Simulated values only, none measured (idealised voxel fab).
Process module under the name voxel gate over fins
Displayed cross-section: cut, width of 295 nm, square cells sized 5 nm.
Just so we're on the same page, the cross-sections are grids of square cells, and they're listed out in bands top to bottom, each band one or more rows deep. A band entry consists of two parts. The first gives the height of the band's top and the height of its bottom, in nm. The rest lists the band's materials from left to right, each with its width in nm. A single material labelled with the word "edge to edge" fills the band from edge to edge, and the word "blank" marks empty space. Basically, 0 is our baseline, since under it the wafer straight out of the box is all one material. The bottom band has no lower end and keeps on going down, so it looks like "0 and below". The two numbers in a width such as "30 to 40" mark its ends across the band: the first belongs to the top row of cells, the second to the bottom row, and from each row to the next the width moves by the same amount. Key: "remains unaltered" - step with no changed cell in the cross-section. Each empty space that has no open way to the top and spans at least 8 cells appears under "Cavities, sealed" as width x height at distance, the distance counted from the left edge, all in nm. Note: text after step settings on the step line = simulator remark on that step. "overlay nm" answers the question of how far to the right of plan the mask lay on a step that has a mask, and when it is negative the answer is to the left.

## The process steps that were planned are listed below
1,RECEIVE (material Si)
2,CONFORMAL_DEP (material SiN; thk nm 10)
3,MASKED_ETCH (tone cover; mask id FINS; width nm 15; pitch nm 40; etch materials SiN; depth nm 10; overlay nm 0)
4,MASKED_ETCH (tone cover; mask id FINS; width nm 15; pitch nm 40; etch materials Si; depth nm 35; overlay nm 0)
5,FILL_DEP (material SiO2; thk nm 15)
6,CMP (height nm 10)
7,SELECTIVE_ETCH (etch materials SiO2; depth nm 25)
8,STRIP (etch materials SiN)
9,CONFORMAL_DEP (material HfO2; thk nm 5)
10,CONFORMAL_DEP (material TiN; thk nm 5)
11,CONFORMAL_DEP (material TiAl; thk nm 5)
12,CONFORMAL_DEP (material TiN; thk nm 5)
13,FILL_DEP (material W; thk nm 10)
14,CMP (height nm 25)
15,CONFORMAL_DEP (material SiCN; thk nm 5)

## Cross-sectional view of the wafer in its as-received condition, corresponding to the state after step 1
  0 and below: Si edge to edge
  Cavities, sealed: none

## Here's the cross-section of the first of our two wafers at the end of the module - it ran as planned
  30 down to 25: SiCN edge to edge
  25 down to 20: W edge to edge
  20 down to 15: W 80 nm, TiN 135 nm, W 80 nm
  15 down to 10: W 80 nm, TiN 5 nm, TiAl 125 nm, TiN 5 nm, W 80 nm
  10 down to 5: W 80 nm, TiN 5 nm, TiAl 5 nm, TiN 35 nm, TiAl 5 nm, TiN 35 nm, TiAl 5 nm, TiN 35 nm, TiAl 5 nm, TiN 5 nm, W 80 nm
  5 down to 0: TiN 85 nm, TiAl 5 nm, TiN 5 nm, HfO2 25 nm, TiN 5 nm, TiAl 5 nm, TiN 5 nm, HfO2 25 nm, TiN 5 nm, TiAl 5 nm, TiN 5 nm, HfO2 25 nm, TiN 5 nm, TiAl 5 nm, TiN 85 nm
  0 down to -5: TiAl 90 nm, TiN 5 nm, HfO2 5 nm, Si 15 nm, HfO2 5 nm, TiN 5 nm, TiAl 5 nm, TiN 5 nm, HfO2 5 nm, Si 15 nm, HfO2 5 nm, TiN 5 nm, TiAl 5 nm, TiN 5 nm, HfO2 5 nm, Si 15 nm, HfO2 5 nm, TiN 5 nm, TiAl 90 nm
  -5 down to -10: TiN 95 nm, HfO2 5 nm, Si 15 nm, HfO2 5 nm, TiN 15 nm, HfO2 5 nm, Si 15 nm, HfO2 5 nm, TiN 15 nm, HfO2 5 nm, Si 15 nm, HfO2 5 nm, TiN 95 nm
  -10 down to -15: HfO2 100 nm, Si 15 nm, HfO2 25 nm, Si 15 nm, HfO2 25 nm, Si 15 nm, HfO2 100 nm
  -15 down to -35: SiO2 100 nm, Si 15 nm, SiO2 25 nm, Si 15 nm, SiO2 25 nm, Si 15 nm, SiO2 100 nm
  -35 and below: Si edge to edge
  Cavities, sealed: none

## Now the second wafer, cross-sectioned at the end of the module. Nothing different at the start, nothing different in the plan compared with the first, just one mistake when it was actually run
  30 down to 25: SiCN edge to edge
  25 down to 20: W edge to edge
  20 down to 15: W 80 nm, TiN 135 nm, W 80 nm
  15 down to 10: W 80 nm, TiN 5 nm, TiAl 125 nm, TiN 5 nm, W 80 nm
  10 down to 5: W 80 nm, TiN 5 nm, TiAl 5 nm, TiN 35 nm, TiAl 5 nm, TiN 35 nm, TiAl 5 nm, TiN 35 nm, TiAl 5 nm, TiN 5 nm, W 80 nm
  5 down to 0: TiN 85 nm, TiAl 5 nm, TiN 5 nm, HfO2 25 nm, TiN 5 nm, TiAl 5 nm, TiN 5 nm, HfO2 25 nm, TiN 5 nm, TiAl 5 nm, TiN 5 nm, HfO2 25 nm, TiN 5 nm, TiAl 5 nm, TiN 85 nm
  0 down to -5: TiAl 90 nm, TiN 5 nm, HfO2 5 nm, Si 15 nm, HfO2 5 nm, TiN 5 nm, TiAl 5 nm, TiN 5 nm, HfO2 5 nm, Si 15 nm, HfO2 5 nm, TiN 5 nm, TiAl 5 nm, TiN 5 nm, HfO2 5 nm, Si 15 nm, HfO2 5 nm, TiN 5 nm, TiAl 90 nm
  -5 down to -10: TiN 95 nm, HfO2 5 nm, Si 15 nm, HfO2 5 nm, TiN 15 nm, HfO2 5 nm, Si 15 nm, HfO2 5 nm, TiN 15 nm, HfO2 5 nm, Si 15 nm, HfO2 5 nm, TiN 95 nm
  -10 down to -15: HfO2 100 nm, Si 15 nm, HfO2 25 nm, Si 15 nm, HfO2 25 nm, Si 15 nm, HfO2 100 nm
  -15 down to -70: SiO2 100 nm, Si 15 nm, SiO2 25 nm, Si 15 nm, SiO2 25 nm, Si 15 nm, SiO2 100 nm
  -70 and below: Si edge to edge
  Cavities, sealed: none
Nonconformance to the process plan: step 4 from the plan got run twice
Once processing is complete, comparing cell counts shows that the second wafer has more or fewer of certain materials than the first: 350 fewer of Si | 350 more of SiO2
